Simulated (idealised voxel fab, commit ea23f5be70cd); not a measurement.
Process module heading - voxel spacer lines
The cross-section shown here is cut; it is 165 nm wide and divided into square cells measuring 5 nm on a side.
Each cross-section below is a grid of square cells, stated as bands in top-down order, with one or more rows of cells making up each band.
Quick guide to a band line: top height, bottom height (nm) up front; then every material left to right with its width in nm. Only one material and it's marked "all across"? Then it fills the band edge to edge. And "blank" just means empty space.
The level at which height equals 0 is the one under which the wafer, as it arrives, is entirely one material. No lower edge exists for the bottom band, which continues downward and is notated as in "0..down".
Top row gets the first number, bottom row gets the second, and each row in between changes by the same step: that is how a band width like "30..40" works.
No cell of the cross-section changed in a step that is given as "no change".
For the entry "Enclosed void catalog", the listed items are empty spaces with no open way to the top whose size is 8 cells or more; each item follows the pattern width x height at distance, where distance is from the left edge and all three are in nm.
Read whatever lies past the settings on a step's line as the simulator's own remark about the step.
"overlay nm", when on a step's line for a step with a mask, measures how far to the right of its planned place the mask lay; a negative measure means to the left.
From here on the document is pairs. In a pair, the cross-section before one process step comes with the cross-section after it, and the latter goes no deeper than the lowest band that changed. What lies in between, the step and its settings, is written under the pair. A pair may be from a different run of this module on the same starting wafer than the pair above it, so it continues from that pair only where its entry headed "Before the process" says so.

# Before the process
> 0..down  Si all across
> Enclosed void catalog: none

# State After Step
> 5..0  Al2O3 all across
> Anything lower than 0 is untouched.
> Enclosed void catalog: none
Step that separates the before view from the after view above: CONFORMAL_DEP (material Al2O3; thk nm 5)

Before the process: see the after view in the pair directly above.

# State After Step
> 25..5  polySi all across
> Anything lower than 5 is untouched.
> Enclosed void catalog: none
Step that separates the before view from the after view above: DIRECTIONAL_DEP (material polySi; thk nm 20)

Before the process: see the after view in the pair directly above.

# State After Step
> 55..25  aC all across
> Anything lower than 25 is untouched.
> Enclosed void catalog: none
Step that separates the before view from the after view above: DIRECTIONAL_DEP (material aC; thk nm 30)

Before the process: see the after view in the pair directly above.

# State After Step
> 90..55  35 nm blank | 20 nm resist | 50 nm blank | 20 nm resist | 40 nm blank
> Anything lower than 55 is untouched.
> Enclosed void catalog: none
Step that separates the before view from the after view above: PATTERN (tone cover; mask id MANDREL; material resist; width nm 20; pitch nm 70; thk nm 35; overlay nm 0)

Before the process: see the after view in the pair directly above.

# State After Step
> 60..55  35 nm blank | 20 nm resist | 50 nm blank | 20 nm resist | 40 nm blank
> 55..25  35 nm blank | 20 nm aC | 50 nm blank | 20 nm aC | 40 nm blank
> Anything lower than 25 is untouched.
> Enclosed void catalog: none
Step that separates the before view from the after view above: DIRECTIONAL_ETCH (etch materials aC; depth nm 30)

Before the process: see the after view in the pair directly above.

# State After Step
> 55..25  35 nm blank | 20 nm aC | 50 nm blank | 20 nm aC | 40 nm blank
> Anything lower than 25 is untouched.
> Enclosed void catalog: none
Step that separates the before view from the after view above: STRIP (etch materials resist)

Before the process: see the after view in the pair directly above.

# State After Step
> 70..55  20 nm blank | 50 nm SiO2 | 20 nm blank | 50 nm SiO2 | 25 nm blank
> 55..40  20 nm blank | 15 nm SiO2 | 20 nm aC | 15 nm SiO2 | 20 nm blank | 15 nm SiO2 | 20 nm aC | 15 nm SiO2 | 25 nm blank
> 40..25  35 nm SiO2 | 20 nm aC | 50 nm SiO2 | 20 nm aC | 40 nm SiO2
> Anything lower than 25 is untouched.
> Enclosed void catalog: none
Step that separates the before view from the after view above: CONFORMAL_DEP (material SiO2; thk nm 15)

Before the process: see the after view in the pair directly above.

# State After Step
> 55..25  20 nm blank | 15 nm SiO2 | 20 nm aC | 15 nm SiO2 | 20 nm blank | 15 nm SiO2 | 20 nm aC | 15 nm SiO2 | 25 nm blank
> Anything lower than 25 is untouched.
> Enclosed void catalog: none
Step that separates the before view from the after view above: DIRECTIONAL_ETCH (etch materials SiO2; depth nm 15)

Before the process: see the after view in the pair directly above.

# State After Step
> 55..25  20 nm blank | 15 nm SiO2 | 20 nm blank | 15 nm SiO2 | 20 nm blank | 15 nm SiO2 | 20 nm blank | 15 nm SiO2 | 25 nm blank
> Anything lower than 25 is untouched.
> Enclosed void catalog: none
Step that separates the before view from the after view above: STRIP (etch materials aC)

Before the process: see the after view in the pair directly above.

# State After Step
> 55..25  20 nm blank | 15 nm SiO2 | 20 nm blank | 15 nm SiO2 | 20 nm blank | 15 nm SiO2 | 20 nm blank | 15 nm SiO2 | 25 nm blank
> 25..5  20 nm blank | 15 nm polySi | 20 nm blank | 15 nm polySi | 20 nm blank | 15 nm polySi | 20 nm blank | 15 nm polySi | 25 nm blank
> Anything lower than 5 is untouched.
> Enclosed void catalog: none
Step that separates the before view from the after view above: DIRECTIONAL_ETCH (etch materials polySi; depth nm 20)

Before the process: see the after view in the pair directly above.

# State After Step
> 25..5  20 nm blank | 15 nm polySi | 20 nm blank | 15 nm polySi | 20 nm blank | 15 nm polySi | 20 nm blank | 15 nm polySi | 25 nm blank
> Anything lower than 5 is untouched.
> Enclosed void catalog: none
Step that separates the before view from the after view above: STRIP (etch materials SiO2)

# Before the process
> 0..down  Si all across
> Enclosed void catalog: none

# State After Step
> 20..0  polySi all across
> Anything lower than 0 is untouched.
> Enclosed void catalog: none
Step that separates the before view from the after view above: DIRECTIONAL_DEP (material polySi; thk nm 20)

Before the process: see the after view in the pair directly above.

# State After Step
> 50..20  aC all across
> Anything lower than 20 is untouched.
> Enclosed void catalog: none
Step that separates the before view from the after view above: DIRECTIONAL_DEP (material aC; thk nm 30)

Before the process: see the after view in the pair directly above.

# State After Step
> 85..50  35 nm blank | 20 nm resist | 50 nm blank | 20 nm resist | 40 nm blank
> Anything lower than 50 is untouched.
> Enclosed void catalog: none
Step that separates the before view from the after view above: PATTERN (tone cover; mask id MANDREL; material resist; width nm 20; pitch nm 70; thk nm 35; overlay nm 0)

Before the process: see the after view in the pair directly above.

# State After Step
> 55..50  35 nm blank | 20 nm resist | 50 nm blank | 20 nm resist | 40 nm blank
> 50..20  35 nm blank | 20 nm aC | 50 nm blank | 20 nm aC | 40 nm blank
> Anything lower than 20 is untouched.
> Enclosed void catalog: none
Step that separates the before view from the after view above: DIRECTIONAL_ETCH (etch materials aC; depth nm 30)

Before the process: see the after view in the pair directly above.

# State After Step
> 50..20  35 nm blank | 20 nm aC | 50 nm blank | 20 nm aC | 40 nm blank
> Anything lower than 20 is untouched.
> Enclosed void catalog: none
Step that separates the before view from the after view above: STRIP (etch materials resist)

Before the process: see the after view in the pair directly above.

# State After Step
> 65..50  20 nm blank | 50 nm SiO2 | 20 nm blank | 50 nm SiO2 | 25 nm blank
> 50..35  20 nm blank | 15 nm SiO2 | 20 nm aC | 15 nm SiO2 | 20 nm blank | 15 nm SiO2 | 20 nm aC | 15 nm SiO2 | 25 nm blank
> 35..20  35 nm SiO2 | 20 nm aC | 50 nm SiO2 | 20 nm aC | 40 nm SiO2
> Anything lower than 20 is untouched.
> Enclosed void catalog: none
Step that separates the before view from the after view above: CONFORMAL_DEP (material SiO2; thk nm 15)

Before the process: see the after view in the pair directly above.

# State After Step
> 50..20  20 nm blank | 15 nm SiO2 | 20 nm aC | 15 nm SiO2 | 20 nm blank | 15 nm SiO2 | 20 nm aC | 15 nm SiO2 | 25 nm blank
> Anything lower than 20 is untouched.
> Enclosed void catalog: none
Step that separates the before view from the after view above: DIRECTIONAL_ETCH (etch materials SiO2; depth nm 15)

Before the process: see the after view in the pair directly above.

# State After Step
> 50..20  20 nm blank | 15 nm SiO2 | 20 nm blank | 15 nm SiO2 | 20 nm blank | 15 nm SiO2 | 20 nm blank | 15 nm SiO2 | 25 nm blank
> Anything lower than 20 is untouched.
> Enclosed void catalog: none
Step that separates the before view from the after view above: STRIP (etch materials aC)

Before the process: see the after view in the pair directly above.

# State After Step
> 50..20  20 nm blank | 15 nm SiO2 | 20 nm blank | 15 nm SiO2 | 20 nm blank | 15 nm SiO2 | 20 nm blank | 15 nm SiO2 | 25 nm blank
> 20..0  20 nm blank | 15 nm polySi | 20 nm blank | 15 nm polySi | 20 nm blank | 15 nm polySi | 20 nm blank | 15 nm polySi | 25 nm blank
> Anything lower than 0 is untouched.
> Enclosed void catalog: none
Step that separates the before view from the after view above: DIRECTIONAL_ETCH (etch materials polySi; depth nm 20)

Before the process: see the after view in the pair directly above.

# State After Step
> 20..0  20 nm blank | 15 nm polySi | 20 nm blank | 15 nm polySi | 20 nm blank | 15 nm polySi | 20 nm blank | 15 nm polySi | 25 nm blank
> Anything lower than 0 is untouched.
> Enclosed void catalog: none
Step that separates the before view from the after view above: STRIP (etch materials SiO2)

# Before the process
> 25..5  polySi all across
> 5..0  Al2O3 all across
> 0..down  Si all across
> Enclosed void catalog: none

# State After Step
> 45..5  polySi all across
> Anything lower than 5 is untouched.
> Enclosed void catalog: none
Step that separates the before view from the after view above: DIRECTIONAL_DEP (material polySi; thk nm 20)

Before the process: see the after view in the pair directly above.

# State After Step
> 75..45  aC all across
> Anything lower than 45 is untouched.
> Enclosed void catalog: none
Step that separates the before view from the after view above: DIRECTIONAL_DEP (material aC; thk nm 30)

Before the process: see the after view in the pair directly above.

# State After Step
> 110..75  35 nm blank | 20 nm resist | 50 nm blank | 20 nm resist | 40 nm blank
> Anything lower than 75 is untouched.
> Enclosed void catalog: none
Step that separates the before view from the after view above: PATTERN (tone cover; mask id MANDREL; material resist; width nm 20; pitch nm 70; thk nm 35; overlay nm 0)

Before the process: see the after view in the pair directly above.

# State After Step
> 80..75  35 nm blank | 20 nm resist | 50 nm blank | 20 nm resist | 40 nm blank
> 75..45  35 nm blank | 20 nm aC | 50 nm blank | 20 nm aC | 40 nm blank
> Anything lower than 45 is untouched.
> Enclosed void catalog: none
Step that separates the before view from the after view above: DIRECTIONAL_ETCH (etch materials aC; depth nm 30)

Before the process: see the after view in the pair directly above.

# State After Step
> 75..45  35 nm blank | 20 nm aC | 50 nm blank | 20 nm aC | 40 nm blank
> Anything lower than 45 is untouched.
> Enclosed void catalog: none
Step that separates the before view from the after view above: STRIP (etch materials resist)

Before the process: see the after view in the pair directly above.

# State After Step
> 90..75  20 nm blank | 50 nm SiO2 | 20 nm blank | 50 nm SiO2 | 25 nm blank
> 75..60  20 nm blank | 15 nm SiO2 | 20 nm aC | 15 nm SiO2 | 20 nm blank | 15 nm SiO2 | 20 nm aC | 15 nm SiO2 | 25 nm blank
> 60..45  35 nm SiO2 | 20 nm aC | 50 nm SiO2 | 20 nm aC | 40 nm SiO2
> Anything lower than 45 is untouched.
> Enclosed void catalog: none
Step that separates the before view from the after view above: CONFORMAL_DEP (material SiO2; thk nm 15)

Before the process: see the after view in the pair directly above.

# State After Step
> 75..45  20 nm blank | 15 nm SiO2 | 20 nm aC | 15 nm SiO2 | 20 nm blank | 15 nm SiO2 | 20 nm aC | 15 nm SiO2 | 25 nm blank
> Anything lower than 45 is untouched.
> Enclosed void catalog: none
Step that separates the before view from the after view above: DIRECTIONAL_ETCH (etch materials SiO2; depth nm 15)

Before the process: see the after view in the pair directly above.

# State After Step
> 75..45  20 nm blank | 15 nm SiO2 | 20 nm blank | 15 nm SiO2 | 20 nm blank | 15 nm SiO2 | 20 nm blank | 15 nm SiO2 | 25 nm blank
> Anything lower than 45 is untouched.
> Enclosed void catalog: none
Step that separates the before view from the after view above: STRIP (etch materials aC)

Before the process: see the after view in the pair directly above.

# State After Step
> 75..45  20 nm blank | 15 nm SiO2 | 20 nm blank | 15 nm SiO2 | 20 nm blank | 15 nm SiO2 | 20 nm blank | 15 nm SiO2 | 25 nm blank
> 45..25  20 nm blank | 15 nm polySi | 20 nm blank | 15 nm polySi | 20 nm blank | 15 nm polySi | 20 nm blank | 15 nm polySi | 25 nm blank
> Anything lower than 25 is untouched.
> Enclosed void catalog: none
Step that separates the before view from the after view above: DIRECTIONAL_ETCH (etch materials polySi; depth nm 20)

Before the process: see the after view in the pair directly above.

# State After Step
> 45..25  20 nm blank | 15 nm polySi | 20 nm blank | 15 nm polySi | 20 nm blank | 15 nm polySi | 20 nm blank | 15 nm polySi | 25 nm blank
> Anything lower than 25 is untouched.
> Enclosed void catalog: none
Step that separates the before view from the after view above: STRIP (etch materials SiO2)

# Before the process
> 5..0  Al2O3 all across
> 0..down  Si all across
> Enclosed void catalog: none

# State After Step
> 35..5  aC all across
> Anything lower than 5 is untouched.
> Enclosed void catalog: none
Step that separates the before view from the after view above: DIRECTIONAL_DEP (material aC; thk nm 30)

Before the process: see the after view in the pair directly above.

# State After Step
> 55..35  polySi all across
> Anything lower than 35 is untouched.
> Enclosed void catalog: none
Step that separates the before view from the after view above: DIRECTIONAL_DEP (material polySi; thk nm 20)

Before the process: see the after view in the pair directly above.

# State After Step
> 90..55  35 nm blank | 20 nm resist | 50 nm blank | 20 nm resist | 40 nm blank
> Anything lower than 55 is untouched.
> Enclosed void catalog: none
Step that separates the before view from the after view above: PATTERN (tone cover; mask id MANDREL; material resist; width nm 20; pitch nm 70; thk nm 35; overlay nm 0)

Before the process: see the after view in the pair directly above.

# State After Step
> 60..55  35 nm blank | 20 nm resist | 50 nm blank | 20 nm resist | 40 nm blank
> Anything lower than 55 is untouched.
> Enclosed void catalog: none
Step that separates the before view from the after view above: DIRECTIONAL_ETCH (etch materials aC; depth nm 30)

Before the process: see the after view in the pair directly above.

# State After Step
> 55..35  polySi all across
> Anything lower than 35 is untouched.
> Enclosed void catalog: none
Step that separates the before view from the after view above: STRIP (etch materials resist)

Before the process: see the after view in the pair directly above.

# State After Step
> 70..55  SiO2 all across
> Anything lower than 55 is untouched.
> Enclosed void catalog: none
Step that separates the before view from the after view above: CONFORMAL_DEP (material SiO2; thk nm 15)

Before the process: see the after view in the pair directly above.

# State After Step
> 55..35  polySi all across
> Anything lower than 35 is untouched.
> Enclosed void catalog: none
Step that separates the before view from the after view above: DIRECTIONAL_ETCH (etch materials SiO2; depth nm 15)

Before the process: see the after view in the pair directly above.

# State After Step
> 35..5  aC all across
> Anything lower than 5 is untouched.
> Enclosed void catalog: none
Step that separates the before view from the after view above: DIRECTIONAL_ETCH (etch materials polySi; depth nm 20)

# Before the process
> 5..0  Al2O3 all across
> 0..down  Si all across
> Enclosed void catalog: none

# State After Step
> 30..5  polySi all across
> Anything lower than 5 is untouched.
> Enclosed void catalog: none
Step that separates the before view from the after view above: DIRECTIONAL_DEP (material polySi; thk nm 25)

Before the process: see the after view in the pair directly above.

# State After Step
> 60..30  aC all across
> Anything lower than 30 is untouched.
> Enclosed void catalog: none
Step that separates the before view from the after view above: DIRECTIONAL_DEP (material aC; thk nm 30)

Before the process: see the after view in the pair directly above.

# State After Step
> 95..60  35 nm blank | 20 nm resist | 50 nm blank | 20 nm resist | 40 nm blank
> Anything lower than 60 is untouched.
> Enclosed void catalog: none
Step that separates the before view from the after view above: PATTERN (tone cover; mask id MANDREL; material resist; width nm 20; pitch nm 70; thk nm 35; overlay nm 0)

Before the process: see the after view in the pair directly above.

# State After Step
> 65..60  35 nm blank | 20 nm resist | 50 nm blank | 20 nm resist | 40 nm blank
> 60..30  35 nm blank | 20 nm aC | 50 nm blank | 20 nm aC | 40 nm blank
> Anything lower than 30 is untouched.
> Enclosed void catalog: none
Step that separates the before view from the after view above: DIRECTIONAL_ETCH (etch materials aC; depth nm 30)

Before the process: see the after view in the pair directly above.

# State After Step
> 60..30  35 nm blank | 20 nm aC | 50 nm blank | 20 nm aC | 40 nm blank
> Anything lower than 30 is untouched.
> Enclosed void catalog: none
Step that separates the before view from the after view above: STRIP (etch materials resist)

Before the process: see the after view in the pair directly above.

# State After Step
> 75..60  20 nm blank | 50 nm SiO2 | 20 nm blank | 50 nm SiO2 | 25 nm blank
> 60..45  20 nm blank | 15 nm SiO2 | 20 nm aC | 15 nm SiO2 | 20 nm blank | 15 nm SiO2 | 20 nm aC | 15 nm SiO2 | 25 nm blank
> 45..30  35 nm SiO2 | 20 nm aC | 50 nm SiO2 | 20 nm aC | 40 nm SiO2
> Anything lower than 30 is untouched.
> Enclosed void catalog: none
Step that separates the before view from the after view above: CONFORMAL_DEP (material SiO2; thk nm 15)

Before the process: see the after view in the pair directly above.

# State After Step
> 60..30  20 nm blank | 15 nm SiO2 | 20 nm aC | 15 nm SiO2 | 20 nm blank | 15 nm SiO2 | 20 nm aC | 15 nm SiO2 | 25 nm blank
> Anything lower than 30 is untouched.
> Enclosed void catalog: none
Step that separates the before view from the after view above: DIRECTIONAL_ETCH (etch materials SiO2; depth nm 15)

Before the process: see the after view in the pair directly above.

# State After Step
> 60..30  20 nm blank | 15 nm SiO2 | 20 nm blank | 15 nm SiO2 | 20 nm blank | 15 nm SiO2 | 20 nm blank | 15 nm SiO2 | 25 nm blank
> Anything lower than 30 is untouched.
> Enclosed void catalog: none
Step that separates the before view from the after view above: STRIP (etch materials aC)

Before the process: see the after view in the pair directly above.

# State After Step
> 60..30  20 nm blank | 15 nm SiO2 | 20 nm blank | 15 nm SiO2 | 20 nm blank | 15 nm SiO2 | 20 nm blank | 15 nm SiO2 | 25 nm blank
> 30..10  20 nm blank | 15 nm polySi | 20 nm blank | 15 nm polySi | 20 nm blank | 15 nm polySi | 20 nm blank | 15 nm polySi | 25 nm blank
> Anything lower than 10 is untouched.
> Enclosed void catalog: none
Step that separates the before view from the after view above: DIRECTIONAL_ETCH (etch materials polySi; depth nm 20)

Before the process: see the after view in the pair directly above.

# State After Step
> 30..10  20 nm blank | 15 nm polySi | 20 nm blank | 15 nm polySi | 20 nm blank | 15 nm polySi | 20 nm blank | 15 nm polySi | 25 nm blank
> Anything lower than 10 is untouched.
> Enclosed void catalog: none
Step that separates the before view from the after view above: STRIP (etch materials SiO2)

# Before the process
> 55..25  aC all across
> 25..5  polySi all across
> 5..0  Al2O3 all across
> 0..down  Si all across
> Enclosed void catalog: none

# State After Step
> 90..55  30 nm blank | 30 nm resist | 40 nm blank | 30 nm resist | 35 nm blank
> Anything lower than 55 is untouched.
> Enclosed void catalog: none
Step that separates the before view from the after view above: PATTERN (tone cover; mask id MANDREL; material resist; width nm 30; pitch nm 70; thk nm 35; overlay nm 0)

Before the process: see the after view in the pair directly above.

# State After Step
> 60..55  30 nm blank | 30 nm resist | 40 nm blank | 30 nm resist | 35 nm blank
> 55..25  30 nm blank | 30 nm aC | 40 nm blank | 30 nm aC | 35 nm blank
> Anything lower than 25 is untouched.
> Enclosed void catalog: none
Step that separates the before view from the after view above: DIRECTIONAL_ETCH (etch materials aC; depth nm 30)

Before the process: see the after view in the pair directly above.

# State After Step
> 55..25  30 nm blank | 30 nm aC | 40 nm blank | 30 nm aC | 35 nm blank
> Anything lower than 25 is untouched.
> Enclosed void catalog: none
Step that separates the before view from the after view above: STRIP (etch materials resist)

Before the process: see the after view in the pair directly above.

# State After Step
> 70..55  15 nm blank | 60 nm SiO2 | 10 nm blank | 60 nm SiO2 | 20 nm blank
> 55..40  15 nm blank | 15 nm SiO2 | 30 nm aC | 15 nm SiO2 | 10 nm blank | 15 nm SiO2 | 30 nm aC | 15 nm SiO2 | 20 nm blank
> 40..25  30 nm SiO2 | 30 nm aC | 40 nm SiO2 | 30 nm aC | 35 nm SiO2
> Anything lower than 25 is untouched.
> Enclosed void catalog: none
Step that separates the before view from the after view above: CONFORMAL_DEP (material SiO2; thk nm 15)

Before the process: see the after view in the pair directly above.

# State After Step
> 55..25  15 nm blank | 15 nm SiO2 | 30 nm aC | 15 nm SiO2 | 10 nm blank | 15 nm SiO2 | 30 nm aC | 15 nm SiO2 | 20 nm blank
> Anything lower than 25 is untouched.
> Enclosed void catalog: none
Step that separates the before view from the after view above: DIRECTIONAL_ETCH (etch materials SiO2; depth nm 15)

Before the process: see the after view in the pair directly above.

# State After Step
> 55..25  15 nm blank | 15 nm SiO2 | 30 nm blank | 15 nm SiO2 | 10 nm blank | 15 nm SiO2 | 30 nm blank | 15 nm SiO2 | 20 nm blank
> Anything lower than 25 is untouched.
> Enclosed void catalog: none
Step that separates the before view from the after view above: STRIP (etch materials aC)

Before the process: see the after view in the pair directly above.

# State After Step
> 55..25  15 nm blank | 15 nm SiO2 | 30 nm blank | 15 nm SiO2 | 10 nm blank | 15 nm SiO2 | 30 nm blank | 15 nm SiO2 | 20 nm blank
> 25..5  15 nm blank | 15 nm polySi | 30 nm blank | 15 nm polySi | 10 nm blank | 15 nm polySi | 30 nm blank | 15 nm polySi | 20 nm blank
> Anything lower than 5 is untouched.
> Enclosed void catalog: none
Step that separates the before view from the after view above: DIRECTIONAL_ETCH (etch materials polySi; depth nm 20)

Before the process: see the after view in the pair directly above.

# State After Step
> 25..5  15 nm blank | 15 nm polySi | 30 nm blank | 15 nm polySi | 10 nm blank | 15 nm polySi | 30 nm blank | 15 nm polySi | 20 nm blank
> Anything lower than 5 is untouched.
> Enclosed void catalog: none
Step that separates the before view from the after view above: STRIP (etch materials SiO2)

# Before the process
> 55..25  aC all across
> 25..5  polySi all across
> 5..0  Al2O3 all across
> 0..down  Si all across
> Enclosed void catalog: none

# State After Step
> 90..55  25 nm blank | 20 nm resist | 50 nm blank | 20 nm resist | 50 nm blank
> Anything lower than 55 is untouched.
> Enclosed void catalog: none
Step that separates the before view from the after view above: PATTERN (tone cover; mask id MANDREL; material resist; width nm 20; pitch nm 70; thk nm 35; overlay nm -10)

Before the process: see the after view in the pair directly above.

# State After Step
> 60..55  25 nm blank | 20 nm resist | 50 nm blank | 20 nm resist | 50 nm blank
> 55..25  25 nm blank | 20 nm aC | 50 nm blank | 20 nm aC | 50 nm blank
> Anything lower than 25 is untouched.
> Enclosed void catalog: none
Step that separates the before view from the after view above: DIRECTIONAL_ETCH (etch materials aC; depth nm 30)

Before the process: see the after view in the pair directly above.

# State After Step
> 55..25  25 nm blank | 20 nm aC | 50 nm blank | 20 nm aC | 50 nm blank
> Anything lower than 25 is untouched.
> Enclosed void catalog: none
Step that separates the before view from the after view above: STRIP (etch materials resist)

Before the process: see the after view in the pair directly above.

# State After Step
> 70..55  10 nm blank | 50 nm SiO2 | 20 nm blank | 50 nm SiO2 | 35 nm blank
> 55..40  10 nm blank | 15 nm SiO2 | 20 nm aC | 15 nm SiO2 | 20 nm blank | 15 nm SiO2 | 20 nm aC | 15 nm SiO2 | 35 nm blank
> 40..25  25 nm SiO2 | 20 nm aC | 50 nm SiO2 | 20 nm aC | 50 nm SiO2
> Anything lower than 25 is untouched.
> Enclosed void catalog: none
Step that separates the before view from the after view above: CONFORMAL_DEP (material SiO2; thk nm 15)

Before the process: see the after view in the pair directly above.

# State After Step
> 55..25  10 nm blank | 15 nm SiO2 | 20 nm aC | 15 nm SiO2 | 20 nm blank | 15 nm SiO2 | 20 nm aC | 15 nm SiO2 | 35 nm blank
> Anything lower than 25 is untouched.
> Enclosed void catalog: none
Step that separates the before view from the after view above: DIRECTIONAL_ETCH (etch materials SiO2; depth nm 15)

Before the process: see the after view in the pair directly above.

# State After Step
> 55..25  10 nm blank | 15 nm SiO2 | 20 nm blank | 15 nm SiO2 | 20 nm blank | 15 nm SiO2 | 20 nm blank | 15 nm SiO2 | 35 nm blank
> Anything lower than 25 is untouched.
> Enclosed void catalog: none
Step that separates the before view from the after view above: STRIP (etch materials aC)

Before the process: see the after view in the pair directly above.

# State After Step
> 55..25  10 nm blank | 15 nm SiO2 | 20 nm blank | 15 nm SiO2 | 20 nm blank | 15 nm SiO2 | 20 nm blank | 15 nm SiO2 | 35 nm blank
> 25..5  10 nm blank | 15 nm polySi | 20 nm blank | 15 nm polySi | 20 nm blank | 15 nm polySi | 20 nm blank | 15 nm polySi | 35 nm blank
> Anything lower than 5 is untouched.
> Enclosed void catalog: none
Step that separates the before view from the after view above: DIRECTIONAL_ETCH (etch materials polySi; depth nm 20)

Before the process: see the after view in the pair directly above.

# State After Step
> 25..5  10 nm blank | 15 nm polySi | 20 nm blank | 15 nm polySi | 20 nm blank | 15 nm polySi | 20 nm blank | 15 nm polySi | 35 nm blank
> Anything lower than 5 is untouched.
> Enclosed void catalog: none
Step that separates the before view from the after view above: STRIP (etch materials SiO2)

# Before the process
> 25..5  polySi all across
> 5..0  Al2O3 all across
> 0..down  Si all across
> Enclosed void catalog: none

# State After Step
> 55..25  Al2O3 all across
> Anything lower than 25 is untouched.
> Enclosed void catalog: none
Step that separates the before view from the after view above: DIRECTIONAL_DEP (material Al2O3; thk nm 30)

Before the process: see the after view in the pair directly above.

# State After Step
> 90..55  35 nm blank | 20 nm resist | 50 nm blank | 20 nm resist | 40 nm blank
> Anything lower than 55 is untouched.
> Enclosed void catalog: none
Step that separates the before view from the after view above: PATTERN (tone cover; mask id MANDREL; material resist; width nm 20; pitch nm 70; thk nm 35; overlay nm 0)

Before the process: see the after view in the pair directly above.

# State After Step
> 60..55  35 nm blank | 20 nm resist | 50 nm blank | 20 nm resist | 40 nm blank
> Anything lower than 55 is untouched.
> Enclosed void catalog: none
Step that separates the before view from the after view above: DIRECTIONAL_ETCH (etch materials aC; depth nm 30)

Before the process: see the after view in the pair directly above.

# State After Step
> 55..25  Al2O3 all across
> Anything lower than 25 is untouched.
> Enclosed void catalog: none
Step that separates the before view from the after view above: STRIP (etch materials resist)

Before the process: see the after view in the pair directly above.

# State After Step
> 70..55  SiO2 all across
> Anything lower than 55 is untouched.
> Enclosed void catalog: none
Step that separates the before view from the after view above: CONFORMAL_DEP (material SiO2; thk nm 15)

Before the process: see the after view in the pair directly above.

# State After Step
> 55..25  Al2O3 all across
> Anything lower than 25 is untouched.
> Enclosed void catalog: none
Step that separates the before view from the after view above: DIRECTIONAL_ETCH (etch materials SiO2; depth nm 15)

# Before the process
> 55..25  aC all across
> 25..5  polySi all across
> 5..0  Al2O3 all across
> 0..down  Si all across
> Enclosed void catalog: none

# State After Step
> 90..55  35 nm resist | 20 nm blank | 50 nm resist | 20 nm blank | 40 nm resist
> Anything lower than 55 is untouched.
> Enclosed void catalog: none
Step that separates the before view from the after view above: PATTERN (tone open; mask id MANDREL; material resist; width nm 20; pitch nm 70; thk nm 35; overlay nm 0)

Before the process: see the after view in the pair directly above.

# State After Step
> 60..55  35 nm resist | 20 nm blank | 50 nm resist | 20 nm blank | 40 nm resist
> 55..25  35 nm aC | 20 nm blank | 50 nm aC | 20 nm blank | 40 nm aC
> Anything lower than 25 is untouched.
> Enclosed void catalog: none
Step that separates the before view from the after view above: DIRECTIONAL_ETCH (etch materials aC; depth nm 30)

Before the process: see the after view in the pair directly above.

# State After Step
> 55..25  35 nm aC | 20 nm blank | 50 nm aC | 20 nm blank | 40 nm aC
> Anything lower than 25 is untouched.
> Enclosed void catalog: none
Step that separates the before view from the after view above: STRIP (etch materials resist)

Before the process: see the after view in the pair directly above.

# State After Step
> 70..55  SiO2 all across
> 55..25  35 nm aC | 20 nm SiO2 | 50 nm aC | 20 nm SiO2 | 40 nm aC
> Anything lower than 25 is untouched.
> Enclosed void catalog: none
Step that separates the before view from the after view above: CONFORMAL_DEP (material SiO2; thk nm 15)

Before the process: see the after view in the pair directly above.

# State After Step
> 55..25  35 nm aC | 20 nm SiO2 | 50 nm aC | 20 nm SiO2 | 40 nm aC
> Anything lower than 25 is untouched.
> Enclosed void catalog: none
Step that separates the before view from the after view above: DIRECTIONAL_ETCH (etch materials SiO2; depth nm 15)

Before the process: see the after view in the pair directly above.

# State After Step
> 55..25  35 nm blank | 20 nm SiO2 | 50 nm blank | 20 nm SiO2 | 40 nm blank
> Anything lower than 25 is untouched.
> Enclosed void catalog: none
Step that separates the before view from the after view above: STRIP (etch materials aC)

Before the process: see the after view in the pair directly above.

# State After Step
> 55..25  35 nm blank | 20 nm SiO2 | 50 nm blank | 20 nm SiO2 | 40 nm blank
> 25..5  35 nm blank | 20 nm polySi | 50 nm blank | 20 nm polySi | 40 nm blank
> Anything lower than 5 is untouched.
> Enclosed void catalog: none
Step that separates the before view from the after view above: DIRECTIONAL_ETCH (etch materials polySi; depth nm 20)

Before the process: see the after view in the pair directly above.

# State After Step
> 25..5  35 nm blank | 20 nm polySi | 50 nm blank | 20 nm polySi | 40 nm blank
> Anything lower than 5 is untouched.
> Enclosed void catalog: none
Step that separates the before view from the after view above: STRIP (etch materials SiO2)
